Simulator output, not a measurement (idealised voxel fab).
Proc. module: voxel transistor to metal
Square cell edge 5 nm, section width 210 nm, ID cut.
A cross-section in this document is a grid of square cells, and it is written down as bands, the top band listed before the ones below it; a band is made up of one or more rows of cells.
Basically the band line says how high the top is and how high the bottom is, in nm, and then what's in it from left to right, every material with its width in nm. Empty space shows up as "blank", and if a single material carries "all across" it runs the full band edge to edge.
Counting heights begins at 0, where everything beneath is, in the wafer as received, one material. The lowest band has no bottom; it goes on downwards, as "0..down" shows.
With a width like "30 to 40", each row of cells in the band differs from the next by the same amount, the top row carrying the first number and the bottom row the second.
"nothing got changed" for a step: no cell of the cross-section changed in that step.
For the entry "Closed void roster", the listed items are empty spaces with no open way to the top whose size is 8 cells or more; each item follows the pattern width x height at distance, where distance is from the left edge and all three are in nm.
Step line, after settings: the simulator's comment on this step.
overlay nm: step with mask; distance mask lay right of planned place; negative value = left of planned place.

### Intended process steps
step 1: RECEIVE, material Si
step 2: OXIDIZE, depth nm 5
step 3: CONFORMAL_DEP, material SiN, thk nm 10
step 4: DIRECTIONAL_DEP, material aC, thk nm 10
step 5: PATTERN, tone cover, mask id ACTIVE, material resist, width nm 85, thk nm 30, overlay nm 0
step 6: DIRECTIONAL_ETCH, etch materials aC, depth nm 10
step 7: STRIP, etch materials resist
step 8: DIRECTIONAL_ETCH, etch materials SiN, depth nm 10
step 9: DIRECTIONAL_ETCH, etch materials SiO2, depth nm 5
step 10: DIRECTIONAL_ETCH, etch materials Si, depth nm 25
step 11: STRIP, etch materials aC
step 12: OXIDIZE, depth nm 5
step 13: FILL_DEP, material SiO2, thk nm 15
step 14: CMP, height nm 10
step 15: SELECTIVE_ETCH, etch materials SiO2, depth nm 5
step 16: STRIP, etch materials SiN
step 17: SELECTIVE_ETCH, etch materials SiO2, depth nm 5
step 18: OXIDIZE, depth nm 5
step 19: DIRECTIONAL_DEP, material polySi, thk nm 25
step 20: DIRECTIONAL_DEP, material SiCN, thk nm 10
step 21: DIRECTIONAL_DEP, material aC, thk nm 15
step 22: PATTERN, tone cover, mask id GATE, material resist, width nm 15, thk nm 35, overlay nm 0
step 23: DIRECTIONAL_ETCH, etch materials aC, depth nm 15
step 24: STRIP, etch materials resist
step 25: DIRECTIONAL_ETCH, etch materials SiCN, depth nm 20
step 26: DIRECTIONAL_ETCH, etch materials polySi, depth nm 35
step 27: STRIP, etch materials aC
step 28: CONFORMAL_DEP, material SiO2, thk nm 5
step 29: DIRECTIONAL_ETCH, etch materials SiO2, depth nm 5
step 30: CONFORMAL_DEP, material SiN, thk nm 5
step 31: DIRECTIONAL_ETCH, etch materials SiN, depth nm 5
step 32: DIRECTIONAL_ETCH, etch materials SiO2, depth nm 5
step 33: EPI, material pSi, thk nm 5
step 34: FILL_DEP, material SiO2, thk nm 10
step 35: CMP, height nm 30
step 36: DIRECTIONAL_DEP, material SiO2, thk nm 15
step 37: PATTERN, tone open, mask id CONTACT, material resist, width nm 25, pitch nm 50, thk nm 20, overlay nm 0
step 38: DIRECTIONAL_ETCH, etch materials SiO2, depth nm 50
step 39: STRIP, etch materials resist
step 40: CONFORMAL_DEP, material TiN, thk nm 5
step 41: FILL_DEP, material W, thk nm 5
step 42: CMP, height nm 45
step 43: CONFORMAL_DEP, material SiN, thk nm 5
step 44: DIRECTIONAL_DEP, material lowk, thk nm 25
step 45: DIRECTIONAL_DEP, material aC, thk nm 10
step 46: PATTERN, tone open, mask id METAL_1, material resist, width nm 15, pitch nm 60, thk nm 25, overlay nm 0
step 47: DIRECTIONAL_ETCH, etch materials aC, depth nm 10
step 48: STRIP, etch materials resist
step 49: DIRECTIONAL_ETCH, etch materials lowk, depth nm 25
step 50: DIRECTIONAL_ETCH, etch materials SiN, depth nm 5
step 51: STRIP, etch materials aC
step 52: CONFORMAL_DEP, material TiN, thk nm 5
step 53: FILL_DEP, material W, thk nm 10
step 54: CMP, height nm 75
step 55: CONFORMAL_DEP, material SiCN, thk nm 5
step 56: DIRECTIONAL_DEP, material lowk, thk nm 35
step 57: PATTERN, tone open, mask id METAL_2, material resist, width nm 15, pitch nm 60, thk nm 20, overlay nm 0
step 58: DIRECTIONAL_ETCH, etch materials lowk, depth nm 20
step 59: STRIP, etch materials resist
step 60: PATTERN, tone open, mask id METAL_2_HOLES, material resist, width nm 15, pitch nm 60, thk nm 15, overlay nm 0
step 61: DIRECTIONAL_ETCH, etch materials lowk, depth nm 15
step 62: DIRECTIONAL_ETCH, etch materials SiCN, depth nm 5
step 63: STRIP, etch materials resist
step 64: CONFORMAL_DEP, material TiN, thk nm 5
step 65: FILL_DEP, material Cu, thk nm 5
step 66: CMP, height nm 115
step 67: CONFORMAL_DEP, material SiN, thk nm 5

### Delivered wafer in cross-section: state after step 1
	0..down  Si all across
	Closed void roster: none

### Here's the cross-section of the first of our two wafers at the end of the module - it ran as planned
	120..115  SiN all across
	115..80  lowk=65, TiN=5, Cu=5, TiN=5, lowk=45, TiN=5, Cu=5, TiN=5, lowk=70
	80..75  SiCN=65, TiN=15, SiCN=45, TiN=15, SiCN=70
	75..50  lowk=65, TiN=5, W=5, TiN=5, lowk=45, TiN=5, W=5, TiN=5, lowk=70
	50..45  SiN=65, TiN=15, SiN=45, TiN=15, SiN=70
	45..35  SiO2=65, TiN=5, W=15, TiN=5, SiO2=25, TiN=5, W=15, TiN=5, SiO2=70
	35..30  SiO2=65, TiN=5, W=10, TiN=10, SiO2=25, TiN=10, W=10, TiN=5, SiO2=70
	30..20  SiO2=65, TiN=5, W=10, TiN=5, SiN=5, SiO2=5, SiCN=15, SiO2=5, SiN=5, TiN=5, W=10, TiN=5, SiO2=70
	20..0  SiO2=65, TiN=5, W=10, TiN=5, SiN=5, SiO2=5, polySi=15, SiO2=5, SiN=5, TiN=5, W=10, TiN=5, SiO2=70
	0..-5  SiO2=60, SiN=5, TiN=20, SiN=5, SiO2=5, polySi=15, SiO2=5, SiN=5, TiN=20, SiN=5, SiO2=65
	-5..-10  SiO2=65, pSi=20, SiO2=35, pSi=20, SiO2=70
	-10..-35  SiO2=65, Si=75, SiO2=70
	-35..down  Si all across
	Closed void roster: none

### Second wafer cross-section at end of module - shared start and plan with the first, one mistake in the run
	120..115  SiN all across
	115..85  lowk=65, TiN=5, Cu=5, TiN=5, lowk=45, TiN=5, Cu=5, TiN=5, lowk=70
	85..80  lowk=65, TiN=15, lowk=45, TiN=15, lowk=70
	80..75  Cu all across
	75..50  lowk=65, TiN=5, W=5, TiN=5, lowk=45, TiN=5, W=5, TiN=5, lowk=70
	50..45  SiN=65, TiN=15, SiN=45, TiN=15, SiN=70
	45..35  SiO2=65, TiN=5, W=15, TiN=5, SiO2=25, TiN=5, W=15, TiN=5, SiO2=70
	35..30  SiO2=65, TiN=5, W=10, TiN=10, SiO2=25, TiN=10, W=10, TiN=5, SiO2=70
	30..20  SiO2=65, TiN=5, W=10, TiN=5, SiN=5, SiO2=5, SiCN=15, SiO2=5, SiN=5, TiN=5, W=10, TiN=5, SiO2=70
	20..0  SiO2=65, TiN=5, W=10, TiN=5, SiN=5, SiO2=5, polySi=15, SiO2=5, SiN=5, TiN=5, W=10, TiN=5, SiO2=70
	0..-5  SiO2=60, SiN=5, TiN=20, SiN=5, SiO2=5, polySi=15, SiO2=5, SiN=5, TiN=20, SiN=5, SiO2=65
	-5..-10  SiO2=65, pSi=20, SiO2=35, pSi=20, SiO2=70
	-10..-35  SiO2=65, Si=75, SiO2=70
	-35..down  Si all across
	Closed void roster: none
Finding, execution versus plan: off-plan run, step 55, actual operation and settings CONFORMAL_DEP, material Cu, thk nm 5
The closing comparison, in cells, has the second wafer with more or fewer of some materials than the first: Cu: 40 more; SiCN: 36 fewer; TiN: 4 fewer
